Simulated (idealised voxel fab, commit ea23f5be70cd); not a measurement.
The process module that follows is named voxel quadruple lines.
FYI the section here is cut, 260 nm wide, cells are 5 nm squares.
Square cells in a grid make up a cross-section in this document, and the grid is given as bands, listed from the top down, each one or more rows of cells. Basically the band line says how high the top is and how high the bottom is, in nm, and then what's in it from left to right, every material with its width in nm. Empty space shows up as "air", and if a single material carries "full width" it runs the full band edge to edge. We count height from 0. Below that, the starting wafer is all one material. The lowest band never ends at the bottom but goes on down; see "from 0 down" for how that is written. A width given as "30 to 40" starts at the first number in the band's top row and ends at the second number in its bottom row, shifting by an equal amount at every step from row to row. Take "no change occurred" at face value: in the step it is given for, the cross-section changed in none of its cells. Closed-off voids of 8+ cells (no open route to the top) go in "Enclosed voids", written width x height at distance from the left edge, in nm. It should be noted that, on the line of a given step, the content following the step's settings is a remark produced by the simulator itself with respect to that step. The line of a step may include "overlay nm". On a step with a mask, this value is how far to the right of its planned place the mask lay. A negative value means the mask lay to the left.

These are the steps we planned for the process:
step 1: RECEIVE | material Si
step 2: CONFORMAL_DEP | material Al2O3 | thk nm 5
step 3: DIRECTIONAL_DEP | material W | thk nm 15
step 4: DIRECTIONAL_DEP | material polySi | thk nm 20
step 5: DIRECTIONAL_DEP | material aC | thk nm 20
step 6: PATTERN | tone cover | mask id MANDREL | material resist | width nm 20 | thk nm 30 | overlay nm 0
step 7: DIRECTIONAL_ETCH | etch materials aC | depth nm 20
step 8: STRIP | etch materials resist
step 9: CONFORMAL_DEP | material SiO2 | thk nm 10
step 10: DIRECTIONAL_ETCH | etch materials SiO2 | depth nm 10
step 11: STRIP | etch materials aC
step 12: DIRECTIONAL_ETCH | etch materials polySi | depth nm 20
step 13: STRIP | etch materials SiO2
step 14: CONFORMAL_DEP | material SiCN | thk nm 5
step 15: DIRECTIONAL_ETCH | etch materials SiCN | depth nm 5
step 16: STRIP | etch materials polySi
step 17: DIRECTIONAL_ETCH | etch materials W | depth nm 15
step 18: STRIP | etch materials SiCN

The first of two wafers, run as planned:

Step 1 complete: cross-section of the wafer as received:
> from 0 down: Si full width
> Enclosed voids: none

Step 2 done - wafer cross-section:
> from 5 to 0: Al2O3 full width
> For the remainder of the cross-section, below 0, there is no change.

Step 3 done - wafer cross-section:
> from 20 to 5: W full width
> For the remainder of the cross-section, below 5, there is no change.

Step 4 done - wafer cross-section:
> from 40 to 20: polySi full width
> For the remainder of the cross-section, below 20, there is no change.

Step 5 done - wafer cross-section:
> from 60 to 40: aC full width
> For the remainder of the cross-section, below 40, there is no change.

Step 6 done - wafer cross-section:
> from 90 to 60: air (120)  resist (20)  air (120)
> For the remainder of the cross-section, below 60, there is no change.

Step 7 done - wafer cross-section:
> from 70 to 60: air (120)  resist (20)  air (120)
> from 60 to 40: air (120)  aC (20)  air (120)
> For the remainder of the cross-section, below 40, there is no change.

Step 8 done - wafer cross-section:
> from 60 to 40: air (120)  aC (20)  air (120)
> For the remainder of the cross-section, below 40, there is no change.

Step 9 done - wafer cross-section:
> from 70 to 60: air (110)  SiO2 (40)  air (110)
> from 60 to 50: air (110)  SiO2 (10)  aC (20)  SiO2 (10)  air (110)
> from 50 to 40: SiO2 (120)  aC (20)  SiO2 (120)
> For the remainder of the cross-section, below 40, there is no change.

Step 10 done - wafer cross-section:
> from 60 to 40: air (110)  SiO2 (10)  aC (20)  SiO2 (10)  air (110)
> For the remainder of the cross-section, below 40, there is no change.

Step 11 done - wafer cross-section:
> from 60 to 40: air (110)  SiO2 (10)  air (20)  SiO2 (10)  air (110)
> For the remainder of the cross-section, below 40, there is no change.

Step 12 done - wafer cross-section:
> from 60 to 40: air (110)  SiO2 (10)  air (20)  SiO2 (10)  air (110)
> from 40 to 20: air (110)  polySi (10)  air (20)  polySi (10)  air (110)
> For the remainder of the cross-section, below 20, there is no change.

Step 13 done - wafer cross-section:
> from 40 to 20: air (110)  polySi (10)  air (20)  polySi (10)  air (110)
> For the remainder of the cross-section, below 20, there is no change.

Step 14 done - wafer cross-section:
> from 45 to 40: air (105)  SiCN (20)  air (10)  SiCN (20)  air (105)
> from 40 to 25: air (105)  SiCN (5)  polySi (10)  SiCN (5)  air (10)  SiCN (5)  polySi (10)  SiCN (5)  air (105)
> from 25 to 20: SiCN (110)  polySi (10)  SiCN (20)  polySi (10)  SiCN (110)
> For the remainder of the cross-section, below 20, there is no change.

Step 15 done - wafer cross-section:
> from 40 to 20: air (105)  SiCN (5)  polySi (10)  SiCN (5)  air (10)  SiCN (5)  polySi (10)  SiCN (5)  air (105)
> For the remainder of the cross-section, below 20, there is no change.

Step 16 done - wafer cross-section:
> from 40 to 20: air (105)  SiCN (5)  air (10)  SiCN (5)  air (10)  SiCN (5)  air (10)  SiCN (5)  air (105)
> For the remainder of the cross-section, below 20, there is no change.

Step 17 done - wafer cross-section:
> from 40 to 20: air (105)  SiCN (5)  air (10)  SiCN (5)  air (10)  SiCN (5)  air (10)  SiCN (5)  air (105)
> from 20 to 5: air (105)  W (5)  air (10)  W (5)  air (10)  W (5)  air (10)  W (5)  air (105)
> For the remainder of the cross-section, below 5, there is no change.

Step 18 done - wafer cross-section:
> from 20 to 5: air (105)  W (5)  air (10)  W (5)  air (10)  W (5)  air (10)  W (5)  air (105)
> For the remainder of the cross-section, below 5, there is no change.

What follows concerns the second wafer, which started out like the first and was meant to follow the very same plan; one mistake crept in when it was run, but everything up to and including step 4 is the same as for the first wafer:

What the second wafer looks like in cross-section when step 5 should have wrapped up:
> from 60 to 40: Al2O3 full width
> For the remainder of the cross-section, below 40, there is no change.

What the second wafer looks like in cross-section when step 6 should have wrapped up:
> from 90 to 60: air (120)  resist (20)  air (120)
> For the remainder of the cross-section, below 60, there is no change.

What the second wafer looks like in cross-section when step 7 should have wrapped up:
> from 70 to 60: air (120)  resist (20)  air (120)
> For the remainder of the cross-section, below 60, there is no change.

What the second wafer looks like in cross-section when step 8 should have wrapped up:
> from 60 to 40: Al2O3 full width
> For the remainder of the cross-section, below 40, there is no change.

What the second wafer looks like in cross-section when step 9 should have wrapped up:
> from 70 to 60: SiO2 full width
> For the remainder of the cross-section, below 60, there is no change.

What the second wafer looks like in cross-section when step 10 should have wrapped up:
> from 60 to 40: Al2O3 full width
> For the remainder of the cross-section, below 40, there is no change.

What the second wafer looks like in cross-section when step 11 should have wrapped up: no change occurred

What the second wafer looks like in cross-section when step 12 should have wrapped up: no change occurred

What the second wafer looks like in cross-section when step 13 should have wrapped up: no change occurred

What the second wafer looks like in cross-section when step 14 should have wrapped up:
> from 65 to 60: SiCN full width
> For the remainder of the cross-section, below 60, there is no change.

What the second wafer looks like in cross-section when step 15 should have wrapped up:
> from 60 to 40: Al2O3 full width
> For the remainder of the cross-section, below 40, there is no change.

What the second wafer looks like in cross-section when step 16 should have wrapped up: no change occurred

What the second wafer looks like in cross-section when step 17 should have wrapped up: no change occurred

What the second wafer looks like in cross-section when step 18 should have wrapped up: no change occurred
Where did the run depart from the plan? so step 5 ended up running with a different setting than we planned, it ran as DIRECTIONAL_DEP | material Al2O3 | thk nm 20
In the final state, the cell counts of the second wafer exceed or fall short of those of the first for the following materials: 208 more of Al2O3, 144 more of W, 208 more of polySi
